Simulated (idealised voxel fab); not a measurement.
Herein follows the process module entitled voxel trench capacitor.
This is section cut - it's 205 nm across, gridded in 5 nm square cells.
In this document a cross-section is written as a grid of square cells. It is given as a series of bands, listed from the top down, and a band is one or more rows of cells. Band: top height; bottom height; in nm. Then, left to right: material with width in nm, for each material. "throughout": a single material spanning edge to edge. "empty": empty space. A quick word on heights: they are counted from 0, and under that level the wafer as it came to us is one material throughout. The lowest band is different from the rest in having no bottom; it simply continues downward, written as in "0 down". With a width like "30 to 40", each row of cells in the band differs from the next by the same amount, the top row carrying the first number and the bottom row the second. "no modification" for a step: no cell of the cross-section changed in that step. This entry, "Non-vented voids", enumerates those empty regions of no fewer than 8 cells that possess no open connection to the top. Each region is reported in the form width x height at distance, the distance being taken from the left edge, with all three quantities expressed in nm. The remark found on a step's line after its settings is issued by the simulator itself and pertains to that step. The setting "overlay nm" may be written on the line of a step. When the step uses a mask, the value reports how far to the right of the planned place the mask lay, and a negative value reports that it lay to the left. Before/after cross-section pairs, one process step each; after shown to lowest changed band; step and settings beneath. Pairs may be from different runs of this module on the same starting wafer; a pair continues from the one above only where its "Pre-step geometry" entry says so.

PRE-STEP GEOMETRY
* 0 down  Si throughout
* Non-vented voids: none

STRUCTURE AFTER STEP
* 10 to 0  SiN throughout
* Anything lower than 0 is untouched.
* Non-vented voids: none
Can you name the step between the two cross-sections above? It is CONFORMAL_DEP: material SiN, thk nm 10

Pre-step geometry: the after view from the pair directly above serves as the before view here.

STRUCTURE AFTER STEP
* 25 to 10  aC throughout
* Anything lower than 10 is untouched.
* Non-vented voids: none
Can you name the step between the two cross-sections above? It is DIRECTIONAL_DEP: material aC, thk nm 15

Pre-step geometry: the after view from the pair directly above serves as the before view here.

STRUCTURE AFTER STEP
* 60 to 25  resist: 65 / empty: 25 / resist: 20 / empty: 25 / resist: 70
* Anything lower than 25 is untouched.
* Non-vented voids: none
Can you name the step between the two cross-sections above? It is PATTERN: tone open, mask id TRENCH, material resist, width nm 25, pitch nm 45, thk nm 35, overlay nm 0

Pre-step geometry: the after view from the pair directly above serves as the before view here.

STRUCTURE AFTER STEP
* 45 to 25  resist: 65 / empty: 25 / resist: 20 / empty: 25 / resist: 70
* 25 to 10  aC: 65 / empty: 25 / aC: 20 / empty: 25 / aC: 70
* Anything lower than 10 is untouched.
* Non-vented voids: none
Can you name the step between the two cross-sections above? It is DIRECTIONAL_ETCH: etch materials aC, depth nm 15

Pre-step geometry: the after view from the pair directly above serves as the before view here.

STRUCTURE AFTER STEP
* 25 to 10  aC: 65 / empty: 25 / aC: 20 / empty: 25 / aC: 70
* Anything lower than 10 is untouched.
* Non-vented voids: none
Can you name the step between the two cross-sections above? It is STRIP: etch materials resist

Pre-step geometry: the after view from the pair directly above serves as the before view here.

STRUCTURE AFTER STEP
* 25 to 10  aC: 65 / empty: 25 / aC: 20 / empty: 25 / aC: 70
* 10 to 0  SiN: 65 / empty: 25 / SiN: 20 / empty: 25 / SiN: 70
* Anything lower than 0 is untouched.
* Non-vented voids: none
Can you name the step between the two cross-sections above? It is DIRECTIONAL_ETCH: etch materials SiN, depth nm 10

Pre-step geometry: the after view from the pair directly above serves as the before view here.

STRUCTURE AFTER STEP
* 25 to 10  aC: 65 / empty: 25 / aC: 20 / empty: 25 / aC: 70
* 10 to 0  SiN: 65 / empty: 25 / SiN: 20 / empty: 25 / SiN: 70
* 0 to -40  Si: 65 / empty: 25 / Si: 20 / empty: 25 / Si: 70
* Anything lower than -40 is untouched.
* Non-vented voids: none
Can you name the step between the two cross-sections above? It is DIRECTIONAL_ETCH: etch materials Si, depth nm 40

Pre-step geometry: the after view from the pair directly above serves as the before view here.

STRUCTURE AFTER STEP
* 10 to 0  SiN: 65 / empty: 25 / SiN: 20 / empty: 25 / SiN: 70
* Anything lower than 0 is untouched.
* Non-vented voids: none
Can you name the step between the two cross-sections above? It is STRIP: etch materials aC

Pre-step geometry: the after view from the pair directly above serves as the before view here.

STRUCTURE AFTER STEP
* 15 to 10  HfO2: 70 / empty: 15 / HfO2: 30 / empty: 15 / HfO2: 75
* 10 to 0  SiN: 65 / HfO2: 5 / empty: 15 / HfO2: 5 / SiN: 20 / HfO2: 5 / empty: 15 / HfO2: 5 / SiN: 70
* 0 to -35  Si: 65 / HfO2: 5 / empty: 15 / HfO2: 5 / Si: 20 / HfO2: 5 / empty: 15 / HfO2: 5 / Si: 70
* -35 to -40  Si: 65 / HfO2: 25 / Si: 20 / HfO2: 25 / Si: 70
* Anything lower than -40 is untouched.
* Non-vented voids: none
Can you name the step between the two cross-sections above? It is CONFORMAL_DEP: material HfO2, thk nm 5

Pre-step geometry: the after view from the pair directly above serves as the before view here.

STRUCTURE AFTER STEP
* 20 to 15  TiN: 75 / empty: 5 / TiN: 40 / empty: 5 / TiN: 80
* 15 to 10  HfO2: 70 / TiN: 5 / empty: 5 / TiN: 5 / HfO2: 30 / TiN: 5 / empty: 5 / TiN: 5 / HfO2: 75
* 10 to 0  SiN: 65 / HfO2: 5 / TiN: 5 / empty: 5 / TiN: 5 / HfO2: 5 / SiN: 20 / HfO2: 5 / TiN: 5 / empty: 5 / TiN: 5 / HfO2: 5 / SiN: 70
* 0 to -30  Si: 65 / HfO2: 5 / TiN: 5 / empty: 5 / TiN: 5 / HfO2: 5 / Si: 20 / HfO2: 5 / TiN: 5 / empty: 5 / TiN: 5 / HfO2: 5 / Si: 70
* -30 to -35  Si: 65 / HfO2: 5 / TiN: 15 / HfO2: 5 / Si: 20 / HfO2: 5 / TiN: 15 / HfO2: 5 / Si: 70
* Anything lower than -35 is untouched.
* Non-vented voids: none
Can you name the step between the two cross-sections above? It is CONFORMAL_DEP: material TiN, thk nm 5

Pre-step geometry: the after view from the pair directly above serves as the before view here.

STRUCTURE AFTER STEP
* 25 to 20  W throughout
* 20 to 15  TiN: 75 / W: 5 / TiN: 40 / W: 5 / TiN: 80
* 15 to 10  HfO2: 70 / TiN: 5 / W: 5 / TiN: 5 / HfO2: 30 / TiN: 5 / W: 5 / TiN: 5 / HfO2: 75
* 10 to 0  SiN: 65 / HfO2: 5 / TiN: 5 / W: 5 / TiN: 5 / HfO2: 5 / SiN: 20 / HfO2: 5 / TiN: 5 / W: 5 / TiN: 5 / HfO2: 5 / SiN: 70
* 0 to -30  Si: 65 / HfO2: 5 / TiN: 5 / W: 5 / TiN: 5 / HfO2: 5 / Si: 20 / HfO2: 5 / TiN: 5 / W: 5 / TiN: 5 / HfO2: 5 / Si: 70
* Anything lower than -30 is untouched.
* Non-vented voids: none
Can you name the step between the two cross-sections above? It is FILL_DEP: material W, thk nm 5

Pre-step geometry: the after view from the pair directly above serves as the before view here.

STRUCTURE AFTER STEP
* 10 to 0  SiN: 65 / HfO2: 5 / TiN: 5 / W: 5 / TiN: 5 / HfO2: 5 / SiN: 20 / HfO2: 5 / TiN: 5 / W: 5 / TiN: 5 / HfO2: 5 / SiN: 70
* Anything lower than 0 is untouched.
* Non-vented voids: none
Can you name the step between the two cross-sections above? It is CMP: height nm 10

PRE-STEP GEOMETRY
* 25 to 10  aC: 65 / empty: 25 / aC: 20 / empty: 25 / aC: 70
* 10 to 0  SiN: 65 / empty: 25 / SiN: 20 / empty: 25 / SiN: 70
* 0 to -40  Si: 65 / empty: 25 / Si: 20 / empty: 25 / Si: 70
* -40 down  Si throughout
* Non-vented voids: none

STRUCTURE AFTER STEP
* 25 to 10  aC: 65 / empty: 25 / aC: 20 / empty: 25 / aC: 70
* 10 to 0  SiN: 65 / empty: 25 / SiN: 20 / empty: 25 / SiN: 70
* 0 to -80  Si: 65 / empty: 25 / Si: 20 / empty: 25 / Si: 70
* Anything lower than -80 is untouched.
* Non-vented voids: none
Can you name the step between the two cross-sections above? It is DIRECTIONAL_ETCH: etch materials Si, depth nm 40

Pre-step geometry: the after view from the pair directly above serves as the before view here.

STRUCTURE AFTER STEP
* 10 to 0  SiN: 65 / empty: 25 / SiN: 20 / empty: 25 / SiN: 70
* Anything lower than 0 is untouched.
* Non-vented voids: none
Can you name the step between the two cross-sections above? It is STRIP: etch materials aC

Pre-step geometry: the after view from the pair directly above serves as the before view here.

STRUCTURE AFTER STEP
* 15 to 10  HfO2: 70 / empty: 15 / HfO2: 30 / empty: 15 / HfO2: 75
* 10 to 0  SiN: 65 / HfO2: 5 / empty: 15 / HfO2: 5 / SiN: 20 / HfO2: 5 / empty: 15 / HfO2: 5 / SiN: 70
* 0 to -75  Si: 65 / HfO2: 5 / empty: 15 / HfO2: 5 / Si: 20 / HfO2: 5 / empty: 15 / HfO2: 5 / Si: 70
* -75 to -80  Si: 65 / HfO2: 25 / Si: 20 / HfO2: 25 / Si: 70
* Anything lower than -80 is untouched.
* Non-vented voids: none
Can you name the step between the two cross-sections above? It is CONFORMAL_DEP: material HfO2, thk nm 5

Pre-step geometry: the after view from the pair directly above serves as the before view here.

STRUCTURE AFTER STEP
* 20 to 15  TiN: 75 / empty: 5 / TiN: 40 / empty: 5 / TiN: 80
* 15 to 10  HfO2: 70 / TiN: 5 / empty: 5 / TiN: 5 / HfO2: 30 / TiN: 5 / empty: 5 / TiN: 5 / HfO2: 75
* 10 to 0  SiN: 65 / HfO2: 5 / TiN: 5 / empty: 5 / TiN: 5 / HfO2: 5 / SiN: 20 / HfO2: 5 / TiN: 5 / empty: 5 / TiN: 5 / HfO2: 5 / SiN: 70
* 0 to -70  Si: 65 / HfO2: 5 / TiN: 5 / empty: 5 / TiN: 5 / HfO2: 5 / Si: 20 / HfO2: 5 / TiN: 5 / empty: 5 / TiN: 5 / HfO2: 5 / Si: 70
* -70 to -75  Si: 65 / HfO2: 5 / TiN: 15 / HfO2: 5 / Si: 20 / HfO2: 5 / TiN: 15 / HfO2: 5 / Si: 70
* Anything lower than -75 is untouched.
* Non-vented voids: none
Can you name the step between the two cross-sections above? It is CONFORMAL_DEP: material TiN, thk nm 5

Pre-step geometry: the after view from the pair directly above serves as the before view here.

STRUCTURE AFTER STEP
* 25 to 20  W throughout
* 20 to 15  TiN: 75 / W: 5 / TiN: 40 / W: 5 / TiN: 80
* 15 to 10  HfO2: 70 / TiN: 5 / W: 5 / TiN: 5 / HfO2: 30 / TiN: 5 / W: 5 / TiN: 5 / HfO2: 75
* 10 to 0  SiN: 65 / HfO2: 5 / TiN: 5 / W: 5 / TiN: 5 / HfO2: 5 / SiN: 20 / HfO2: 5 / TiN: 5 / W: 5 / TiN: 5 / HfO2: 5 / SiN: 70
* 0 to -70  Si: 65 / HfO2: 5 / TiN: 5 / W: 5 / TiN: 5 / HfO2: 5 / Si: 20 / HfO2: 5 / TiN: 5 / W: 5 / TiN: 5 / HfO2: 5 / Si: 70
* Anything lower than -70 is untouched.
* Non-vented voids: none
Can you name the step between the two cross-sections above? It is FILL_DEP: material W, thk nm 5

Pre-step geometry: the after view from the pair directly above serves as the before view here.

STRUCTURE AFTER STEP
* 10 to 0  SiN: 65 / HfO2: 5 / TiN: 5 / W: 5 / TiN: 5 / HfO2: 5 / SiN: 20 / HfO2: 5 / TiN: 5 / W: 5 / TiN: 5 / HfO2: 5 / SiN: 70
* Anything lower than 0 is untouched.
* Non-vented voids: none
Can you name the step between the two cross-sections above? It is CMP: height nm 10

PRE-STEP GEOMETRY
* 10 to 0  SiN: 65 / empty: 25 / SiN: 20 / empty: 25 / SiN: 70
* 0 to -40  Si: 65 / empty: 25 / Si: 20 / empty: 25 / Si: 70
* -40 down  Si throughout
* Non-vented voids: none

STRUCTURE AFTER STEP
* 15 to 10  TiN: 70 / empty: 15 / TiN: 30 / empty: 15 / TiN: 75
* 10 to 0  SiN: 65 / TiN: 5 / empty: 15 / TiN: 5 / SiN: 20 / TiN: 5 / empty: 15 / TiN: 5 / SiN: 70
* 0 to -35  Si: 65 / TiN: 5 / empty: 15 / TiN: 5 / Si: 20 / TiN: 5 / empty: 15 / TiN: 5 / Si: 70
* -35 to -40  Si: 65 / TiN: 25 / Si: 20 / TiN: 25 / Si: 70
* Anything lower than -40 is untouched.
* Non-vented voids: none
Can you name the step between the two cross-sections above? It is CONFORMAL_DEP: material TiN, thk nm 5

Pre-step geometry: the after view from the pair directly above serves as the before view here.

STRUCTURE AFTER STEP
* 20 to 15  HfO2: 75 / empty: 5 / HfO2: 40 / empty: 5 / HfO2: 80
* 15 to 10  TiN: 70 / HfO2: 5 / empty: 5 / HfO2: 5 / TiN: 30 / HfO2: 5 / empty: 5 / HfO2: 5 / TiN: 75
* 10 to 0  SiN: 65 / TiN: 5 / HfO2: 5 / empty: 5 / HfO2: 5 / TiN: 5 / SiN: 20 / TiN: 5 / HfO2: 5 / empty: 5 / HfO2: 5 / TiN: 5 / SiN: 70
* 0 to -30  Si: 65 / TiN: 5 / HfO2: 5 / empty: 5 / HfO2: 5 / TiN: 5 / Si: 20 / TiN: 5 / HfO2: 5 / empty: 5 / HfO2: 5 / TiN: 5 / Si: 70
* -30 to -35  Si: 65 / TiN: 5 / HfO2: 15 / TiN: 5 / Si: 20 / TiN: 5 / HfO2: 15 / TiN: 5 / Si: 70
* Anything lower than -35 is untouched.
* Non-vented voids: none
Can you name the step between the two cross-sections above? It is CONFORMAL_DEP: material HfO2, thk nm 5

Pre-step geometry: the after view from the pair directly above serves as the before view here.

STRUCTURE AFTER STEP
* 25 to 20  W throughout
* 20 to 15  HfO2: 75 / W: 5 / HfO2: 40 / W: 5 / HfO2: 80
* 15 to 10  TiN: 70 / HfO2: 5 / W: 5 / HfO2: 5 / TiN: 30 / HfO2: 5 / W: 5 / HfO2: 5 / TiN: 75
* 10 to 0  SiN: 65 / TiN: 5 / HfO2: 5 / W: 5 / HfO2: 5 / TiN: 5 / SiN: 20 / TiN: 5 / HfO2: 5 / W: 5 / HfO2: 5 / TiN: 5 / SiN: 70
* 0 to -30  Si: 65 / TiN: 5 / HfO2: 5 / W: 5 / HfO2: 5 / TiN: 5 / Si: 20 / TiN: 5 / HfO2: 5 / W: 5 / HfO2: 5 / TiN: 5 / Si: 70
* Anything lower than -30 is untouched.
* Non-vented voids: none
Can you name the step between the two cross-sections above? It is FILL_DEP: material W, thk nm 5

Pre-step geometry: the after view from the pair directly above serves as the before view here.

STRUCTURE AFTER STEP
* 10 to 0  SiN: 65 / TiN: 5 / HfO2: 5 / W: 5 / HfO2: 5 / TiN: 5 / SiN: 20 / TiN: 5 / HfO2: 5 / W: 5 / HfO2: 5 / TiN: 5 / SiN: 70
* Anything lower than 0 is untouched.
* Non-vented voids: none
Can you name the step between the two cross-sections above? It is CMP: height nm 10

PRE-STEP GEOMETRY
* 25 to 10  aC: 65 / empty: 25 / aC: 20 / empty: 25 / aC: 70
* 10 to 0  SiN: 65 / empty: 25 / SiN: 20 / empty: 25 / SiN: 70
* 0 down  Si throughout
* Non-vented voids: none

STRUCTURE AFTER STEP
* 25 to 10  aC: 65 / empty: 25 / aC: 20 / empty: 25 / aC: 70
* 10 to 0  SiN: 65 / empty: 25 / SiN: 20 / empty: 25 / SiN: 70
* 0 to -45  Si: 65 / empty: 25 / Si: 20 / empty: 25 / Si: 70
* Anything lower than -45 is untouched.
* Non-vented voids: none
Can you name the step between the two cross-sections above? It is DIRECTIONAL_ETCH: etch materials Si, depth nm 45

Pre-step geometry: the after view from the pair directly above serves as the before view here.

STRUCTURE AFTER STEP
* 10 to 0  SiN: 65 / empty: 25 / SiN: 20 / empty: 25 / SiN: 70
* Anything lower than 0 is untouched.
* Non-vented voids: none
Can you name the step between the two cross-sections above? It is STRIP: etch materials aC

Pre-step geometry: the after view from the pair directly above serves as the before view here.

STRUCTURE AFTER STEP
* 15 to 10  HfO2: 70 / empty: 15 / HfO2: 30 / empty: 15 / HfO2: 75
* 10 to 0  SiN: 65 / HfO2: 5 / empty: 15 / HfO2: 5 / SiN: 20 / HfO2: 5 / empty: 15 / HfO2: 5 / SiN: 70
* 0 to -40  Si: 65 / HfO2: 5 / empty: 15 / HfO2: 5 / Si: 20 / HfO2: 5 / empty: 15 / HfO2: 5 / Si: 70
* -40 to -45  Si: 65 / HfO2: 25 / Si: 20 / HfO2: 25 / Si: 70
* Anything lower than -45 is untouched.
* Non-vented voids: none
Can you name the step between the two cross-sections above? It is CONFORMAL_DEP: material HfO2, thk nm 5

Pre-step geometry: the after view from the pair directly above serves as the before view here.

STRUCTURE AFTER STEP
* 20 to 15  TiN: 75 / empty: 5 / TiN: 40 / empty: 5 / TiN: 80
* 15 to 10  HfO2: 70 / TiN: 5 / empty: 5 / TiN: 5 / HfO2: 30 / TiN: 5 / empty: 5 / TiN: 5 / HfO2: 75
* 10 to 0  SiN: 65 / HfO2: 5 / TiN: 5 / empty: 5 / TiN: 5 / HfO2: 5 / SiN: 20 / HfO2: 5 / TiN: 5 / empty: 5 / TiN: 5 / HfO2: 5 / SiN: 70
* 0 to -35  Si: 65 / HfO2: 5 / TiN: 5 / empty: 5 / TiN: 5 / HfO2: 5 / Si: 20 / HfO2: 5 / TiN: 5 / empty: 5 / TiN: 5 / HfO2: 5 / Si: 70
* -35 to -40  Si: 65 / HfO2: 5 / TiN: 15 / HfO2: 5 / Si: 20 / HfO2: 5 / TiN: 15 / HfO2: 5 / Si: 70
* Anything lower than -40 is untouched.
* Non-vented voids: none
Can you name the step between the two cross-sections above? It is CONFORMAL_DEP: material TiN, thk nm 5

Pre-step geometry: the after view from the pair directly above serves as the before view here.

STRUCTURE AFTER STEP
* 25 to 20  W throughout
* 20 to 15  TiN: 75 / W: 5 / TiN: 40 / W: 5 / TiN: 80
* 15 to 10  HfO2: 70 / TiN: 5 / W: 5 / TiN: 5 / HfO2: 30 / TiN: 5 / W: 5 / TiN: 5 / HfO2: 75
* 10 to 0  SiN: 65 / HfO2: 5 / TiN: 5 / W: 5 / TiN: 5 / HfO2: 5 / SiN: 20 / HfO2: 5 / TiN: 5 / W: 5 / TiN: 5 / HfO2: 5 / SiN: 70
* 0 to -35  Si: 65 / HfO2: 5 / TiN: 5 / W: 5 / TiN: 5 / HfO2: 5 / Si: 20 / HfO2: 5 / TiN: 5 / W: 5 / TiN: 5 / HfO2: 5 / Si: 70
* Anything lower than -35 is untouched.
* Non-vented voids: none
Can you name the step between the two cross-sections above? It is FILL_DEP: material W, thk nm 5

Pre-step geometry: the after view from the pair directly above serves as the before view here.

STRUCTURE AFTER STEP
* 10 to 0  SiN: 65 / HfO2: 5 / TiN: 5 / W: 5 / TiN: 5 / HfO2: 5 / SiN: 20 / HfO2: 5 / TiN: 5 / W: 5 / TiN: 5 / HfO2: 5 / SiN: 70
* Anything lower than 0 is untouched.
* Non-vented voids: none
Can you name the step between the two cross-sections above? It is CMP: height nm 10

PRE-STEP GEOMETRY
* 25 to 10  aC throughout
* 10 to 0  SiN throughout
* 0 down  Si throughout
* Non-vented voids: none

STRUCTURE AFTER STEP
* 60 to 25  resist: 70 / empty: 15 / resist: 30 / empty: 15 / resist: 75
* Anything lower than 25 is untouched.
* Non-vented voids: none
Can you name the step between the two cross-sections above? It is PATTERN: tone open, mask id TRENCH, material resist, width nm 15, pitch nm 45, thk nm 35, overlay nm 0

Pre-step geometry: the after view from the pair directly above serves as the before view here.

STRUCTURE AFTER STEP
* 45 to 25  resist: 70 / empty: 15 / resist: 30 / empty: 15 / resist: 75
* 25 to 10  aC: 70 / empty: 15 / aC: 30 / empty: 15 / aC: 75
* Anything lower than 10 is untouched.
* Non-vented voids: none
Can you name the step between the two cross-sections above? It is DIRECTIONAL_ETCH: etch materials aC, depth nm 15

Pre-step geometry: the after view from the pair directly above serves as the before view here.

STRUCTURE AFTER STEP
* 25 to 10  aC: 70 / empty: 15 / aC: 30 / empty: 15 / aC: 75
* Anything lower than 10 is untouched.
* Non-vented voids: none
Can you name the step between the two cross-sections above? It is STRIP: etch materials resist

Pre-step geometry: the after view from the pair directly above serves as the before view here.

STRUCTURE AFTER STEP
* 25 to 10  aC: 70 / empty: 15 / aC: 30 / empty: 15 / aC: 75
* 10 to 0  SiN: 70 / empty: 15 / SiN: 30 / empty: 15 / SiN: 75
* Anything lower than 0 is untouched.
* Non-vented voids: none
Can you name the step between the two cross-sections above? It is DIRECTIONAL_ETCH: etch materials SiN, depth nm 10

Pre-step geometry: the after view from the pair directly above serves as the before view here.

STRUCTURE AFTER STEP
* 25 to 10  aC: 70 / empty: 15 / aC: 30 / empty: 15 / aC: 75
* 10 to 0  SiN: 70 / empty: 15 / SiN: 30 / empty: 15 / SiN: 75
* 0 to -40  Si: 70 / empty: 15 / Si: 30 / empty: 15 / Si: 75
* Anything lower than -40 is untouched.
* Non-vented voids: none
Can you name the step between the two cross-sections above? It is DIRECTIONAL_ETCH: etch materials Si, depth nm 40

Pre-step geometry: the after view from the pair directly above serves as the before view here.

STRUCTURE AFTER STEP
* 10 to 0  SiN: 70 / empty: 15 / SiN: 30 / empty: 15 / SiN: 75
* Anything lower than 0 is untouched.
* Non-vented voids: none
Can you name the step between the two cross-sections above? It is STRIP: etch materials aC

Pre-step geometry: the after view from the pair directly above serves as the before view here.

STRUCTURE AFTER STEP
* 15 to 10  HfO2: 75 / empty: 5 / HfO2: 40 / empty: 5 / HfO2: 80
* 10 to 0  SiN: 70 / HfO2: 5 / empty: 5 / HfO2: 5 / SiN: 30 / HfO2: 5 / empty: 5 / HfO2: 5 / SiN: 75
* 0 to -35  Si: 70 / HfO2: 5 / empty: 5 / HfO2: 5 / Si: 30 / HfO2: 5 / empty: 5 / HfO2: 5 / Si: 75
* -35 to -40  Si: 70 / HfO2: 15 / Si: 30 / HfO2: 15 / Si: 75
* Anything lower than -40 is untouched.
* Non-vented voids: none
Can you name the step between the two cross-sections above? It is CONFORMAL_DEP: material HfO2, thk nm 5

Pre-step geometry: the after view from the pair directly above serves as the before view here.

STRUCTURE AFTER STEP
* 20 to 15  TiN throughout
* 15 to 10  HfO2: 75 / TiN: 5 / HfO2: 40 / TiN: 5 / HfO2: 80
* 10 to 0  SiN: 70 / HfO2: 5 / TiN: 5 / HfO2: 5 / SiN: 30 / HfO2: 5 / TiN: 5 / HfO2: 5 / SiN: 75
* 0 to -35  Si: 70 / HfO2: 5 / TiN: 5 / HfO2: 5 / Si: 30 / HfO2: 5 / TiN: 5 / HfO2: 5 / Si: 75
* Anything lower than -35 is untouched.
* Non-vented voids: none
Can you name the step between the two cross-sections above? It is CONFORMAL_DEP: material TiN, thk nm 5

Pre-step geometry: the after view from the pair directly above serves as the before view here.

STRUCTURE AFTER STEP
* 25 to 20  W throughout
* Anything lower than 20 is untouched.
* Non-vented voids: none
Can you name the step between the two cross-sections above? It is FILL_DEP: material W, thk nm 5

Pre-step geometry: the after view from the pair directly above serves as the before view here.

STRUCTURE AFTER STEP
* 10 to 0  SiN: 70 / HfO2: 5 / TiN: 5 / HfO2: 5 / SiN: 30 / HfO2: 5 / TiN: 5 / HfO2: 5 / SiN: 75
* Anything lower than 0 is untouched.
* Non-vented voids: none
Can you name the step between the two cross-sections above? It is CMP: height nm 10

PRE-STEP GEOMETRY
* 25 to 10  aC throughout
* 10 to 0  SiN throughout
* 0 down  Si throughout
* Non-vented voids: none

STRUCTURE AFTER STEP
* 60 to 25  resist: 70 / empty: 25 / resist: 20 / empty: 25 / resist: 65
* Anything lower than 25 is untouched.
* Non-vented voids: none
Can you name the step between the two cross-sections above? It is PATTERN: tone open, mask id TRENCH, material resist, width nm 25, pitch nm 45, thk nm 35, overlay nm 5

Pre-step geometry: the after view from the pair directly above serves as the before view here.

STRUCTURE AFTER STEP
* 45 to 25  resist: 70 / empty: 25 / resist: 20 / empty: 25 / resist: 65
* 25 to 10  aC: 70 / empty: 25 / aC: 20 / empty: 25 / aC: 65
* Anything lower than 10 is untouched.
* Non-vented voids: none
Can you name the step between the two cross-sections above? It is DIRECTIONAL_ETCH: etch materials aC, depth nm 15

Pre-step geometry: the after view from the pair directly above serves as the before view here.

STRUCTURE AFTER STEP
* 25 to 10  aC: 70 / empty: 25 / aC: 20 / empty: 25 / aC: 65
* Anything lower than 10 is untouched.
* Non-vented voids: none
Can you name the step between the two cross-sections above? It is STRIP: etch materials resist

Pre-step geometry: the after view from the pair directly above serves as the before view here.

STRUCTURE AFTER STEP
* 25 to 10  aC: 70 / empty: 25 / aC: 20 / empty: 25 / aC: 65
* 10 to 0  SiN: 70 / empty: 25 / SiN: 20 / empty: 25 / SiN: 65
* Anything lower than 0 is untouched.
* Non-vented voids: none
Can you name the step between the two cross-sections above? It is DIRECTIONAL_ETCH: etch materials SiN, depth nm 10

Pre-step geometry: the after view from the pair directly above serves as the before view here.

STRUCTURE AFTER STEP
* 25 to 10  aC: 70 / empty: 25 / aC: 20 / empty: 25 / aC: 65
* 10 to 0  SiN: 70 / empty: 25 / SiN: 20 / empty: 25 / SiN: 65
* 0 to -40  Si: 70 / empty: 25 / Si: 20 / empty: 25 / Si: 65
* Anything lower than -40 is untouched.
* Non-vented voids: none
Can you name the step between the two cross-sections above? It is DIRECTIONAL_ETCH: etch materials Si, depth nm 40

Pre-step geometry: the after view from the pair directly above serves as the before view here.

STRUCTURE AFTER STEP
* 10 to 0  SiN: 70 / empty: 25 / SiN: 20 / empty: 25 / SiN: 65
* Anything lower than 0 is untouched.
* Non-vented voids: none
Can you name the step between the two cross-sections above? It is STRIP: etch materials aC

Pre-step geometry: the after view from the pair directly above serves as the before view here.

STRUCTURE AFTER STEP
* 15 to 10  HfO2: 75 / empty: 15 / HfO2: 30 / empty: 15 / HfO2: 70
* 10 to 0  SiN: 70 / HfO2: 5 / empty: 15 / HfO2: 5 / SiN: 20 / HfO2: 5 / empty: 15 / HfO2: 5 / SiN: 65
* 0 to -35  Si: 70 / HfO2: 5 / empty: 15 / HfO2: 5 / Si: 20 / HfO2: 5 / empty: 15 / HfO2: 5 / Si: 65
* -35 to -40  Si: 70 / HfO2: 25 / Si: 20 / HfO2: 25 / Si: 65
* Anything lower than -40 is untouched.
* Non-vented voids: none
Can you name the step between the two cross-sections above? It is CONFORMAL_DEP: material HfO2, thk nm 5

Pre-step geometry: the after view from the pair directly above serves as the before view here.

STRUCTURE AFTER STEP
* 20 to 15  TiN: 80 / empty: 5 / TiN: 40 / empty: 5 / TiN: 75
* 15 to 10  HfO2: 75 / TiN: 5 / empty: 5 / TiN: 5 / HfO2: 30 / TiN: 5 / empty: 5 / TiN: 5 / HfO2: 70
* 10 to 0  SiN: 70 / HfO2: 5 / TiN: 5 / empty: 5 / TiN: 5 / HfO2: 5 / SiN: 20 / HfO2: 5 / TiN: 5 / empty: 5 / TiN: 5 / HfO2: 5 / SiN: 65
* 0 to -30  Si: 70 / HfO2: 5 / TiN: 5 / empty: 5 / TiN: 5 / HfO2: 5 / Si: 20 / HfO2: 5 / TiN: 5 / empty: 5 / TiN: 5 / HfO2: 5 / Si: 65
* -30 to -35  Si: 70 / HfO2: 5 / TiN: 15 / HfO2: 5 / Si: 20 / HfO2: 5 / TiN: 15 / HfO2: 5 / Si: 65
* Anything lower than -35 is untouched.
* Non-vented voids: none
Can you name the step between the two cross-sections above? It is CONFORMAL_DEP: material TiN, thk nm 5

Pre-step geometry: the after view from the pair directly above serves as the before view here.

STRUCTURE AFTER STEP
* 25 to 20  W throughout
* 20 to 15  TiN: 80 / W: 5 / TiN: 40 / W: 5 / TiN: 75
* 15 to 10  HfO2: 75 / TiN: 5 / W: 5 / TiN: 5 / HfO2: 30 / TiN: 5 / W: 5 / TiN: 5 / HfO2: 70
* 10 to 0  SiN: 70 / HfO2: 5 / TiN: 5 / W: 5 / TiN: 5 / HfO2: 5 / SiN: 20 / HfO2: 5 / TiN: 5 / W: 5 / TiN: 5 / HfO2: 5 / SiN: 65
* 0 to -30  Si: 70 / HfO2: 5 / TiN: 5 / W: 5 / TiN: 5 / HfO2: 5 / Si: 20 / HfO2: 5 / TiN: 5 / W: 5 / TiN: 5 / HfO2: 5 / Si: 65
* Anything lower than -30 is untouched.
* Non-vented voids: none
Can you name the step between the two cross-sections above? It is FILL_DEP: material W, thk nm 5

Pre-step geometry: the after view from the pair directly above serves as the before view here.

STRUCTURE AFTER STEP
* 10 to 0  SiN: 70 / HfO2: 5 / TiN: 5 / W: 5 / TiN: 5 / HfO2: 5 / SiN: 20 / HfO2: 5 / TiN: 5 / W: 5 / TiN: 5 / HfO2: 5 / SiN: 65
* Anything lower than 0 is untouched.
* Non-vented voids: none
Can you name the step between the two cross-sections above? It is CMP: height nm 10

PRE-STEP GEOMETRY
* 20 to 15  TiN: 75 / empty: 5 / TiN: 40 / empty: 5 / TiN: 80
* 15 to 10  HfO2: 70 / TiN: 5 / empty: 5 / TiN: 5 / HfO2: 30 / TiN: 5 / empty: 5 / TiN: 5 / HfO2: 75
* 10 to 0  SiN: 65 / HfO2: 5 / TiN: 5 / empty: 5 / TiN: 5 / HfO2: 5 / SiN: 20 / HfO2: 5 / TiN: 5 / empty: 5 / TiN: 5 / HfO2: 5 / SiN: 70
* 0 to -30  Si: 65 / HfO2: 5 / TiN: 5 / empty: 5 / TiN: 5 / HfO2: 5 / Si: 20 / HfO2: 5 / TiN: 5 / empty: 5 / TiN: 5 / HfO2: 5 / Si: 70
* -30 to -35  Si: 65 / HfO2: 5 / TiN: 15 / HfO2: 5 / Si: 20 / HfO2: 5 / TiN: 15 / HfO2: 5 / Si: 70
* -35 to -40  Si: 65 / HfO2: 25 / Si: 20 / HfO2: 25 / Si: 70
* -40 down  Si throughout
* Non-vented voids: none

STRUCTURE AFTER STEP
* 25 to 20  HfO2 throughout
* 20 to 15  TiN: 75 / HfO2: 5 / TiN: 40 / HfO2: 5 / TiN: 80
* 15 to 10  HfO2: 70 / TiN: 5 / HfO2: 5 / TiN: 5 / HfO2: 30 / TiN: 5 / HfO2: 5 / TiN: 5 / HfO2: 75
* 10 to 0  SiN: 65 / HfO2: 5 / TiN: 5 / HfO2: 5 / TiN: 5 / HfO2: 5 / SiN: 20 / HfO2: 5 / TiN: 5 / HfO2: 5 / TiN: 5 / HfO2: 5 / SiN: 70
* 0 to -30  Si: 65 / HfO2: 5 / TiN: 5 / HfO2: 5 / TiN: 5 / HfO2: 5 / Si: 20 / HfO2: 5 / TiN: 5 / HfO2: 5 / TiN: 5 / HfO2: 5 / Si: 70
* Anything lower than -30 is untouched.
* Non-vented voids: none
Can you name the step between the two cross-sections above? It is FILL_DEP: material HfO2, thk nm 5
